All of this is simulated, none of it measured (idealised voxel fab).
A process module follows: voxel trench capacitor.
Each square cell in cross-section cut measures 5 nm, and the section as a whole is 240 nm wide.
If you're reading a cross-section in this doc, picture square cells in a grid; it comes to you as bands, top ones listed first down to the bottom, and a band can be one or more rows of cells. Per band: top height and bottom height in nm, followed by the left-to-right materials and their widths in nm; "throughout" marks a single material spanning edge to edge, "empty" marks empty space. Below 0: as-received wafer, all one material; heights counted from there. Lowest band: no bottom, goes on down, written "z 0 and below". The expression "30..40" gives the width at the extremes of the band, the first number at its top row of cells and the second at its bottom row, with the width changing by equal amounts from each row to the next in between. It should be understood that the words "remains unaltered", when stated for a given step, signify that the cross-section underwent no change in any of its cells during that step. Under "Sealed voids" you'll find the enclosed gaps, the ones with no way out to the top, that are 8 cells or bigger; each reads width x height at distance, with distance counted from the left edge, everything in nm. What comes after the settings on a step's line is commentary from the simulator itself on that step. "overlay nm", when on a step's line for a step with a mask, measures how far to the right of its planned place the mask lay; a negative measure means to the left.
-- Steps planned for the process
1) RECEIVE: material Si
2) CONFORMAL_DEP: material SiN, thk nm 10
3) MASKED_ETCH: tone open, mask id TRENCH, width nm 25, pitch nm 40, etch materials SiN, depth nm 10, overlay nm 0
4) MASKED_ETCH: tone open, mask id TRENCH, width nm 25, pitch nm 40, etch materials Si, depth nm 40, overlay nm 0
5) CONFORMAL_DEP: material Al2O3, thk nm 5
6) FILL_DEP: material polySi, thk nm 10
7) CMP: height nm 10
The wafers are alike at the start. At step 5, their thk nm differs. The plan lists the first wafer's value.
-- Cross-section of the first incoming wafer of several, state after step 1
z 0 and below: Si throughout
Sealed voids: none
-- Per-wafer rows below. For each material: cells gained (+) or lost (-) since the wafer was received, as of end of module. Then: closed voids
thk nm 5 | +92 Al2O3 | -160 Si | +56 SiN | +108 polySi | Sealed voids: none
thk nm 10 | +168 Al2O3 | -160 Si | +56 SiN | +32 polySi | Sealed voids: none
thk nm 15 | +200 Al2O3 | -160 Si | +56 SiN | Sealed voids: none
thk nm 20 | +200 Al2O3 | -160 Si | +56 SiN | Sealed voids: none
